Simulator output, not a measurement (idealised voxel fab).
process module | voxel transistor to metal
cross-section cut | 195 nm wide | cells 5 nm
A cross-section is a grid of square cells, given in bands from the top down. A band is one or more rows of cells.
Each band's line starts with the height of the band's top and of its bottom, in nm. Then come its materials from left to right, each with its width in nm. One material with "throughout" fills the band from edge to edge. "air" is empty space.
Height 0 is the level under which the wafer as received is all one material. The lowest band goes on downwards, as in "0 down".
A width such as "30 to 40" changes by the same amount from each row of cells to the next, from the band's top row to its bottom row.
"no change" after a step means that no cell of the cross-section changed.
closed voids: empty space of 8 cells or more with no open way to the top, each as width x height at its distance from the left edge, in nm
after a step's settings: what the simulator itself notes on the step
overlay nm, on a step with a mask: how far to the right of its planned place the mask lay; to the left if negative
plan
1 op RECEIVE | material Si
2 op OXIDIZE | depth nm 5
3 op CONFORMAL_DEP | material SiN | thk nm 15
4 op MASKED_ETCH | tone cover | mask id ACTIVE | width nm 105 | etch materials SiN | depth nm 15 | overlay nm 0
5 op MASKED_ETCH | tone cover | mask id ACTIVE | width nm 105 | etch materials SiO2 | depth nm 5 | overlay nm 0
6 op MASKED_ETCH | tone cover | mask id ACTIVE | width nm 105 | etch materials Si | depth nm 20 | overlay nm 0
7 op FILL_DEP | material SiO2 | thk nm 5
8 op CMP | height nm 15
9 op SELECTIVE_ETCH | etch materials SiO2 | depth nm 5
10 op STRIP | etch materials SiN
11 op SELECTIVE_ETCH | etch materials SiO2 | depth nm 5
12 op OXIDIZE | depth nm 5
13 op DIRECTIONAL_DEP | material polySi | thk nm 25
14 op DIRECTIONAL_DEP | material SiCN | thk nm 10
15 op DIRECTIONAL_DEP | material aC | thk nm 15
16 op PATTERN | tone cover | mask id GATE | material resist | width nm 35 | thk nm 30 | overlay nm 0
17 op DIRECTIONAL_ETCH | etch materials aC | depth nm 15
18 op STRIP | etch materials resist
19 op DIRECTIONAL_ETCH | etch materials SiCN | depth nm 20
20 op DIRECTIONAL_ETCH | etch materials polySi | depth nm 35
21 op STRIP | etch materials aC
22 op CONFORMAL_DEP | material SiN | thk nm 5
23 op DIRECTIONAL_ETCH | etch materials SiN | depth nm 5
24 op DIRECTIONAL_ETCH | etch materials SiO2 | depth nm 5
25 op DIRECTIONAL_ETCH | etch materials Si | depth nm 5
26 op EPI | material pSi | thk nm 5
27 op FILL_DEP | material SiO2 | thk nm 5
28 op CMP | height nm 20
29 op STRIP | etch materials polySi
30 op SELECTIVE_ETCH | etch materials SiO2 | depth nm 5
31 op CONFORMAL_DEP | material HfO2 | thk nm 5
32 op CONFORMAL_DEP | material TiN | thk nm 5
33 op FILL_DEP | material W | thk nm 5
34 op CMP | height nm 15
35 op DIRECTIONAL_DEP | material SiO2 | thk nm 10
36 op PATTERN | tone open | mask id CONTACT | material resist | width nm 15 | pitch nm 80 | thk nm 20 | overlay nm 0
37 op DIRECTIONAL_ETCH | etch materials SiO2 | depth nm 35
38 op STRIP | etch materials resist
39 op CONFORMAL_DEP | material TiN | thk nm 5
40 op FILL_DEP | material Ru | thk nm 10
41 op CMP | height nm 25
42 op DIRECTIONAL_DEP | material TiN | thk nm 5
43 op DIRECTIONAL_DEP | material Ru | thk nm 25
44 op MASKED_ETCH | tone cover | mask id METAL_1 | width nm 15 | pitch nm 80 | etch materials Ru | depth nm 25 | overlay nm 0
45 op MASKED_ETCH | tone cover | mask id METAL_1 | width nm 15 | pitch nm 80 | etch materials TiN | depth nm 5 | overlay nm 0
46 op FILL_DEP | material SiO2 | thk nm 5
47 op CMP | height nm 55
48 op CONFORMAL_DEP | material SiN | thk nm 5
first wafer, as planned
as received, after step 1
  0 down: Si throughout
  closed voids: none
after step 2
  0 to -5: SiO2 throughout
  below -5: unchanged
after step 3
  15 to 0: SiN throughout
  below 0: unchanged
after step 4
  15 to 0: air 45 | SiN 105 | air 45
  below 0: unchanged
after step 5
  15 to 0: air 45 | SiN 105 | air 45
  0 to -5: air 45 | SiO2 105 | air 45
  below -5: unchanged
after step 6
  15 to 0: air 45 | SiN 105 | air 45
  0 to -5: air 45 | SiO2 105 | air 45
  -5 to -25: air 45 | Si 105 | air 45
  below -25: unchanged
after step 7
  20 to 15: SiO2 throughout
  15 to 0: SiO2 45 | SiN 105 | SiO2 45
  0 to -5: SiO2 throughout
  -5 to -25: SiO2 45 | Si 105 | SiO2 45
  below -25: unchanged
after step 8
  15 to 0: SiO2 45 | SiN 105 | SiO2 45
  below 0: unchanged
after step 9
  15 to 10: air 45 | SiN 105 | air 45
  below 10: unchanged
after step 10
  10 to 0: SiO2 45 | air 105 | SiO2 45
  below 0: unchanged
after step 11
  5 to -5: SiO2 40 | air 115 | SiO2 40
  below -5: unchanged
after step 12
  5 to -5: SiO2 40 | air 115 | SiO2 40
  -5 to -10: SiO2 throughout
  below -10: unchanged
after step 13
  30 to 20: polySi 40 | air 115 | polySi 40
  20 to 5: polySi throughout
  5 to -5: SiO2 40 | polySi 115 | SiO2 40
  below -5: unchanged
after step 14
  40 to 30: SiCN 40 | air 115 | SiCN 40
  30 to 20: polySi 40 | SiCN 115 | polySi 40
  below 20: unchanged
after step 15
  55 to 45: aC 40 | air 115 | aC 40
  45 to 40: aC throughout
  40 to 30: SiCN 40 | aC 115 | SiCN 40
  below 30: unchanged
after step 16
  85 to 55: air 80 | resist 35 | air 80
  55 to 45: aC 40 | air 40 | resist 35 | air 40 | aC 40
  below 45: unchanged
after step 17
  70 to 45: air 80 | resist 35 | air 80
  45 to 40: air 80 | aC 35 | air 80
  40 to 30: SiCN 40 | air 40 | aC 35 | air 40 | SiCN 40
  below 30: unchanged
after step 18
  45 to 40: air 80 | aC 35 | air 80
  below 40: unchanged
after step 19
  45 to 30: air 80 | aC 35 | air 80
  30 to 20: polySi 40 | air 40 | SiCN 35 | air 40 | polySi 40
  below 20: unchanged
after step 20
  45 to 30: air 80 | aC 35 | air 80
  30 to 20: air 80 | SiCN 35 | air 80
  20 to 5: air 80 | polySi 35 | air 80
  5 to -5: SiO2 40 | air 40 | polySi 35 | air 40 | SiO2 40
  below -5: unchanged
after step 21
  30 to 20: air 80 | SiCN 35 | air 80
  below 20: unchanged
after step 22
  35 to 30: air 75 | SiN 45 | air 75
  30 to 20: air 75 | SiN 5 | SiCN 35 | SiN 5 | air 75
  20 to 10: air 75 | SiN 5 | polySi 35 | SiN 5 | air 75
  10 to 5: SiN 45 | air 30 | SiN 5 | polySi 35 | SiN 5 | air 30 | SiN 45
  5 to 0: SiO2 40 | SiN 5 | air 30 | SiN 5 | polySi 35 | SiN 5 | air 30 | SiN 5 | SiO2 40
  0 to -5: SiO2 40 | SiN 40 | polySi 35 | SiN 40 | SiO2 40
  below -5: unchanged
after step 23
  30 to 20: air 75 | SiN 5 | SiCN 35 | SiN 5 | air 75
  20 to 5: air 75 | SiN 5 | polySi 35 | SiN 5 | air 75
  5 to -5: SiO2 40 | SiN 5 | air 30 | SiN 5 | polySi 35 | SiN 5 | air 30 | SiN 5 | SiO2 40
  below -5: unchanged
after step 24
  30 to 20: air 75 | SiN 5 | SiCN 35 | SiN 5 | air 75
  20 to 5: air 75 | SiN 5 | polySi 35 | SiN 5 | air 75
  5 to 0: air 40 | SiN 5 | air 30 | SiN 5 | polySi 35 | SiN 5 | air 30 | SiN 5 | air 40
  0 to -5: SiO2 40 | SiN 5 | air 30 | SiN 5 | polySi 35 | SiN 5 | air 30 | SiN 5 | SiO2 40
  -5 to -10: SiO2 45 | air 30 | SiO2 45 | air 30 | SiO2 45
  below -10: unchanged
after step 25
  30 to 20: air 75 | SiN 5 | SiCN 35 | SiN 5 | air 75
  20 to 5: air 75 | SiN 5 | polySi 35 | SiN 5 | air 75
  5 to 0: air 40 | SiN 5 | air 30 | SiN 5 | polySi 35 | SiN 5 | air 30 | SiN 5 | air 40
  0 to -5: SiO2 40 | SiN 5 | air 30 | SiN 5 | polySi 35 | SiN 5 | air 30 | SiN 5 | SiO2 40
  -5 to -10: SiO2 45 | air 30 | SiO2 45 | air 30 | SiO2 45
  -10 to -15: SiO2 45 | air 30 | Si 45 | air 30 | SiO2 45
  below -15: unchanged
after step 26
  30 to 20: air 75 | SiN 5 | SiCN 35 | SiN 5 | air 75
  20 to 5: air 75 | SiN 5 | polySi 35 | SiN 5 | air 75
  5 to 0: air 40 | SiN 5 | air 30 | SiN 5 | polySi 35 | SiN 5 | air 30 | SiN 5 | air 40
  0 to -5: SiO2 40 | SiN 5 | air 30 | SiN 5 | polySi 35 | SiN 5 | air 30 | SiN 5 | SiO2 40
  -5 to -10: SiO2 45 | air 25 | pSi 5 | SiO2 45 | pSi 5 | air 25 | SiO2 45
  -10 to -15: SiO2 45 | pSi 30 | Si 45 | pSi 30 | SiO2 45
  below -15: unchanged
after step 27
  35 to 30: SiO2 throughout
  30 to 20: SiO2 75 | SiN 5 | SiCN 35 | SiN 5 | SiO2 75
  20 to 5: SiO2 75 | SiN 5 | polySi 35 | SiN 5 | SiO2 75
  5 to -5: SiO2 40 | SiN 5 | SiO2 30 | SiN 5 | polySi 35 | SiN 5 | SiO2 30 | SiN 5 | SiO2 40
  -5 to -10: SiO2 70 | pSi 5 | SiO2 45 | pSi 5 | SiO2 70
  below -10: unchanged
after step 28
  20 to 5: SiO2 75 | SiN 5 | polySi 35 | SiN 5 | SiO2 75
  below 5: unchanged
after step 29
  20 to 5: SiO2 75 | SiN 5 | air 35 | SiN 5 | SiO2 75
  5 to -5: SiO2 40 | SiN 5 | SiO2 30 | SiN 5 | air 35 | SiN 5 | SiO2 30 | SiN 5 | SiO2 40
  below -5: unchanged
after step 30
  20 to 15: air 75 | SiN 5 | air 35 | SiN 5 | air 75
  15 to 5: SiO2 75 | SiN 5 | air 35 | SiN 5 | SiO2 75
  5 to -5: SiO2 40 | SiN 5 | SiO2 30 | SiN 5 | air 35 | SiN 5 | SiO2 30 | SiN 5 | SiO2 40
  -5 to -10: SiO2 70 | pSi 5 | air 45 | pSi 5 | SiO2 70
  below -10: unchanged
after step 31
  25 to 20: air 70 | HfO2 15 | air 25 | HfO2 15 | air 70
  20 to 15: HfO2 75 | SiN 5 | HfO2 5 | air 25 | HfO2 5 | SiN 5 | HfO2 75
  15 to 5: SiO2 75 | SiN 5 | HfO2 5 | air 25 | HfO2 5 | SiN 5 | SiO2 75
  5 to -5: SiO2 40 | SiN 5 | SiO2 30 | SiN 5 | HfO2 5 | air 25 | HfO2 5 | SiN 5 | SiO2 30 | SiN 5 | SiO2 40
  -5 to -10: SiO2 70 | pSi 5 | HfO2 45 | pSi 5 | SiO2 70
  below -10: unchanged
after step 32
  30 to 25: air 65 | TiN 25 | air 15 | TiN 25 | air 65
  25 to 20: TiN 70 | HfO2 15 | TiN 5 | air 15 | TiN 5 | HfO2 15 | TiN 70
  20 to 15: HfO2 75 | SiN 5 | HfO2 5 | TiN 5 | air 15 | TiN 5 | HfO2 5 | SiN 5 | HfO2 75
  15 to 5: SiO2 75 | SiN 5 | HfO2 5 | TiN 5 | air 15 | TiN 5 | HfO2 5 | SiN 5 | SiO2 75
  5 to 0: SiO2 40 | SiN 5 | SiO2 30 | SiN 5 | HfO2 5 | TiN 5 | air 15 | TiN 5 | HfO2 5 | SiN 5 | SiO2 30 | SiN 5 | SiO2 40
  0 to -5: SiO2 40 | SiN 5 | SiO2 30 | SiN 5 | HfO2 5 | TiN 25 | HfO2 5 | SiN 5 | SiO2 30 | SiN 5 | SiO2 40
  below -5: unchanged
after step 33
  35 to 30: W throughout
  30 to 25: W 65 | TiN 25 | W 15 | TiN 25 | W 65
  25 to 20: TiN 70 | HfO2 15 | TiN 5 | W 15 | TiN 5 | HfO2 15 | TiN 70
  20 to 15: HfO2 75 | SiN 5 | HfO2 5 | TiN 5 | W 15 | TiN 5 | HfO2 5 | SiN 5 | HfO2 75
  15 to 5: SiO2 75 | SiN 5 | HfO2 5 | TiN 5 | W 15 | TiN 5 | HfO2 5 | SiN 5 | SiO2 75
  5 to 0: SiO2 40 | SiN 5 | SiO2 30 | SiN 5 | HfO2 5 | TiN 5 | W 15 | TiN 5 | HfO2 5 | SiN 5 | SiO2 30 | SiN 5 | SiO2 40
  below 0: unchanged
after step 34
  15 to 5: SiO2 75 | SiN 5 | HfO2 5 | TiN 5 | W 15 | TiN 5 | HfO2 5 | SiN 5 | SiO2 75
  below 5: unchanged
after step 35
  25 to 15: SiO2 throughout
  below 15: unchanged
after step 36
  45 to 25: resist 50 | air 15 | resist 65 | air 15 | resist 50
  below 25: unchanged
after step 37
  45 to 25: resist 50 | air 15 | resist 65 | air 15 | resist 50
  25 to 15: SiO2 50 | air 15 | SiO2 65 | air 15 | SiO2 50
  15 to 5: SiO2 50 | air 15 | SiO2 10 | SiN 5 | HfO2 5 | TiN 5 | W 15 | TiN 5 | HfO2 5 | SiN 5 | SiO2 10 | air 15 | SiO2 50
  5 to 0: SiO2 40 | SiN 5 | SiO2 5 | air 15 | SiO2 10 | SiN 5 | HfO2 5 | TiN 5 | W 15 | TiN 5 | HfO2 5 | SiN 5 | SiO2 10 | air 15 | SiO2 5 | SiN 5 | SiO2 40
  0 to -5: SiO2 40 | SiN 5 | SiO2 5 | air 15 | SiO2 10 | SiN 5 | HfO2 5 | TiN 25 | HfO2 5 | SiN 5 | SiO2 10 | air 15 | SiO2 5 | SiN 5 | SiO2 40
  -5 to -10: SiO2 50 | air 15 | SiO2 5 | pSi 5 | HfO2 45 | pSi 5 | SiO2 5 | air 15 | SiO2 50
  below -10: unchanged
after step 38
  25 to 15: SiO2 50 | air 15 | SiO2 65 | air 15 | SiO2 50
  below 15: unchanged
after step 39
  30 to 25: TiN 55 | air 5 | TiN 75 | air 5 | TiN 55
  25 to 15: SiO2 50 | TiN 5 | air 5 | TiN 5 | SiO2 65 | TiN 5 | air 5 | TiN 5 | SiO2 50
  15 to 5: SiO2 50 | TiN 5 | air 5 | TiN 5 | SiO2 10 | SiN 5 | HfO2 5 | TiN 5 | W 15 | TiN 5 | HfO2 5 | SiN 5 | SiO2 10 | TiN 5 | air 5 | TiN 5 | SiO2 50
  5 to 0: SiO2 40 | SiN 5 | SiO2 5 | TiN 5 | air 5 | TiN 5 | SiO2 10 | SiN 5 | HfO2 5 | TiN 5 | W 15 | TiN 5 | HfO2 5 | SiN 5 | SiO2 10 | TiN 5 | air 5 | TiN 5 | SiO2 5 | SiN 5 | SiO2 40
  0 to -5: SiO2 40 | SiN 5 | SiO2 5 | TiN 5 | air 5 | TiN 5 | SiO2 10 | SiN 5 | HfO2 5 | TiN 25 | HfO2 5 | SiN 5 | SiO2 10 | TiN 5 | air 5 | TiN 5 | SiO2 5 | SiN 5 | SiO2 40
  -5 to -10: SiO2 50 | TiN 15 | SiO2 5 | pSi 5 | HfO2 45 | pSi 5 | SiO2 5 | TiN 15 | SiO2 50
  below -10: unchanged
after step 40
  40 to 30: Ru throughout
  30 to 25: TiN 55 | Ru 5 | TiN 75 | Ru 5 | TiN 55
  25 to 15: SiO2 50 | TiN 5 | Ru 5 | TiN 5 | SiO2 65 | TiN 5 | Ru 5 | TiN 5 | SiO2 50
  15 to 5: SiO2 50 | TiN 5 | Ru 5 | TiN 5 | SiO2 10 | SiN 5 | HfO2 5 | TiN 5 | W 15 | TiN 5 | HfO2 5 | SiN 5 | SiO2 10 | TiN 5 | Ru 5 | TiN 5 | SiO2 50
  5 to 0: SiO2 40 | SiN 5 | SiO2 5 | TiN 5 | Ru 5 | TiN 5 | SiO2 10 | SiN 5 | HfO2 5 | TiN 5 | W 15 | TiN 5 | HfO2 5 | SiN 5 | SiO2 10 | TiN 5 | Ru 5 | TiN 5 | SiO2 5 | SiN 5 | SiO2 40
  0 to -5: SiO2 40 | SiN 5 | SiO2 5 | TiN 5 | Ru 5 | TiN 5 | SiO2 10 | SiN 5 | HfO2 5 | TiN 25 | HfO2 5 | SiN 5 | SiO2 10 | TiN 5 | Ru 5 | TiN 5 | SiO2 5 | SiN 5 | SiO2 40
  below -5: unchanged
after step 41
  25 to 15: SiO2 50 | TiN 5 | Ru 5 | TiN 5 | SiO2 65 | TiN 5 | Ru 5 | TiN 5 | SiO2 50
  below 15: unchanged
after step 42
  30 to 25: TiN throughout
  below 25: unchanged
after step 43
  55 to 30: Ru throughout
  below 30: unchanged
after step 44
  55 to 30: air 50 | Ru 15 | air 65 | Ru 15 | air 50
  below 30: unchanged
after step 45
  55 to 30: air 50 | Ru 15 | air 65 | Ru 15 | air 50
  30 to 25: air 50 | TiN 15 | air 65 | TiN 15 | air 50
  below 25: unchanged
after step 46
  60 to 55: SiO2 throughout
  55 to 30: SiO2 50 | Ru 15 | SiO2 65 | Ru 15 | SiO2 50
  30 to 25: SiO2 50 | TiN 15 | SiO2 65 | TiN 15 | SiO2 50
  below 25: unchanged
after step 47
  55 to 30: SiO2 50 | Ru 15 | SiO2 65 | Ru 15 | SiO2 50
  below 30: unchanged
after step 48
  60 to 55: SiN throughout
  below 55: unchanged
second wafer: like start, like plan, one mistake. Through step 31 it matches the first wafer
when step 32 should have ended
  30 to 25: air 65 | HfO2 25 | air 15 | HfO2 25 | air 65
  25 to 20: HfO2 90 | air 15 | HfO2 90
  20 to 15: HfO2 75 | SiN 5 | HfO2 10 | air 15 | HfO2 10 | SiN 5 | HfO2 75
  15 to 5: SiO2 75 | SiN 5 | HfO2 10 | air 15 | HfO2 10 | SiN 5 | SiO2 75
  5 to 0: SiO2 40 | SiN 5 | SiO2 30 | SiN 5 | HfO2 10 | air 15 | HfO2 10 | SiN 5 | SiO2 30 | SiN 5 | SiO2 40
  0 to -5: SiO2 40 | SiN 5 | SiO2 30 | SiN 5 | HfO2 35 | SiN 5 | SiO2 30 | SiN 5 | SiO2 40
  below -5: unchanged
when step 33 should have ended
  35 to 30: W throughout
  30 to 25: W 65 | HfO2 25 | W 15 | HfO2 25 | W 65
  25 to 20: HfO2 90 | W 15 | HfO2 90
  20 to 15: HfO2 75 | SiN 5 | HfO2 10 | W 15 | HfO2 10 | SiN 5 | HfO2 75
  15 to 5: SiO2 75 | SiN 5 | HfO2 10 | W 15 | HfO2 10 | SiN 5 | SiO2 75
  5 to 0: SiO2 40 | SiN 5 | SiO2 30 | SiN 5 | HfO2 10 | W 15 | HfO2 10 | SiN 5 | SiO2 30 | SiN 5 | SiO2 40
  below 0: unchanged
when step 34 should have ended
  15 to 5: SiO2 75 | SiN 5 | HfO2 10 | W 15 | HfO2 10 | SiN 5 | SiO2 75
  below 5: unchanged
when step 35 should have ended
  25 to 15: SiO2 throughout
  below 15: unchanged
when step 36 should have ended
  45 to 25: resist 50 | air 15 | resist 65 | air 15 | resist 50
  below 25: unchanged
when step 37 should have ended
  45 to 25: resist 50 | air 15 | resist 65 | air 15 | resist 50
  25 to 15: SiO2 50 | air 15 | SiO2 65 | air 15 | SiO2 50
  15 to 5: SiO2 50 | air 15 | SiO2 10 | SiN 5 | HfO2 10 | W 15 | HfO2 10 | SiN 5 | SiO2 10 | air 15 | SiO2 50
  5 to 0: SiO2 40 | SiN 5 | SiO2 5 | air 15 | SiO2 10 | SiN 5 | HfO2 10 | W 15 | HfO2 10 | SiN 5 | SiO2 10 | air 15 | SiO2 5 | SiN 5 | SiO2 40
  0 to -5: SiO2 40 | SiN 5 | SiO2 5 | air 15 | SiO2 10 | SiN 5 | HfO2 35 | SiN 5 | SiO2 10 | air 15 | SiO2 5 | SiN 5 | SiO2 40
  -5 to -10: SiO2 50 | air 15 | SiO2 5 | pSi 5 | HfO2 45 | pSi 5 | SiO2 5 | air 15 | SiO2 50
  below -10: unchanged
when step 38 should have ended
  25 to 15: SiO2 50 | air 15 | SiO2 65 | air 15 | SiO2 50
  below 15: unchanged
when step 39 should have ended
  30 to 25: TiN 55 | air 5 | TiN 75 | air 5 | TiN 55
  25 to 15: SiO2 50 | TiN 5 | air 5 | TiN 5 | SiO2 65 | TiN 5 | air 5 | TiN 5 | SiO2 50
  15 to 5: SiO2 50 | TiN 5 | air 5 | TiN 5 | SiO2 10 | SiN 5 | HfO2 10 | W 15 | HfO2 10 | SiN 5 | SiO2 10 | TiN 5 | air 5 | TiN 5 | SiO2 50
  5 to 0: SiO2 40 | SiN 5 | SiO2 5 | TiN 5 | air 5 | TiN 5 | SiO2 10 | SiN 5 | HfO2 10 | W 15 | HfO2 10 | SiN 5 | SiO2 10 | TiN 5 | air 5 | TiN 5 | SiO2 5 | SiN 5 | SiO2 40
  0 to -5: SiO2 40 | SiN 5 | SiO2 5 | TiN 5 | air 5 | TiN 5 | SiO2 10 | SiN 5 | HfO2 35 | SiN 5 | SiO2 10 | TiN 5 | air 5 | TiN 5 | SiO2 5 | SiN 5 | SiO2 40
  -5 to -10: SiO2 50 | TiN 15 | SiO2 5 | pSi 5 | HfO2 45 | pSi 5 | SiO2 5 | TiN 15 | SiO2 50
  below -10: unchanged
when step 40 should have ended
  40 to 30: Ru throughout
  30 to 25: TiN 55 | Ru 5 | TiN 75 | Ru 5 | TiN 55
  25 to 15: SiO2 50 | TiN 5 | Ru 5 | TiN 5 | SiO2 65 | TiN 5 | Ru 5 | TiN 5 | SiO2 50
  15 to 5: SiO2 50 | TiN 5 | Ru 5 | TiN 5 | SiO2 10 | SiN 5 | HfO2 10 | W 15 | HfO2 10 | SiN 5 | SiO2 10 | TiN 5 | Ru 5 | TiN 5 | SiO2 50
  5 to 0: SiO2 40 | SiN 5 | SiO2 5 | TiN 5 | Ru 5 | TiN 5 | SiO2 10 | SiN 5 | HfO2 10 | W 15 | HfO2 10 | SiN 5 | SiO2 10 | TiN 5 | Ru 5 | TiN 5 | SiO2 5 | SiN 5 | SiO2 40
  0 to -5: SiO2 40 | SiN 5 | SiO2 5 | TiN 5 | Ru 5 | TiN 5 | SiO2 10 | SiN 5 | HfO2 35 | SiN 5 | SiO2 10 | TiN 5 | Ru 5 | TiN 5 | SiO2 5 | SiN 5 | SiO2 40
  below -5: unchanged
when step 41 should have ended
  25 to 15: SiO2 50 | TiN 5 | Ru 5 | TiN 5 | SiO2 65 | TiN 5 | Ru 5 | TiN 5 | SiO2 50
  below 15: unchanged
when step 42 should have ended
  30 to 25: TiN throughout
  below 25: unchanged
when step 43 should have ended
  55 to 30: Ru throughout
  below 30: unchanged
when step 44 should have ended
  55 to 30: air 50 | Ru 15 | air 65 | Ru 15 | air 50
  below 30: unchanged
when step 45 should have ended
  55 to 30: air 50 | Ru 15 | air 65 | Ru 15 | air 50
  30 to 25: air 50 | TiN 15 | air 65 | TiN 15 | air 50
  below 25: unchanged
when step 46 should have ended
  60 to 55: SiO2 throughout
  55 to 30: SiO2 50 | Ru 15 | SiO2 65 | Ru 15 | SiO2 50
  30 to 25: SiO2 50 | TiN 15 | SiO2 65 | TiN 15 | SiO2 50
  below 25: unchanged
when step 47 should have ended
  55 to 30: SiO2 50 | Ru 15 | SiO2 65 | Ru 15 | SiO2 50
  below 30: unchanged
when step 48 should have ended
  60 to 55: SiN throughout
  below 55: unchanged
what went wrong: step 32 ran as: op CONFORMAL_DEP | material HfO2 | thk nm 5
at the end the second wafer has, in cells: 11 more of HfO2 | 11 fewer of TiN
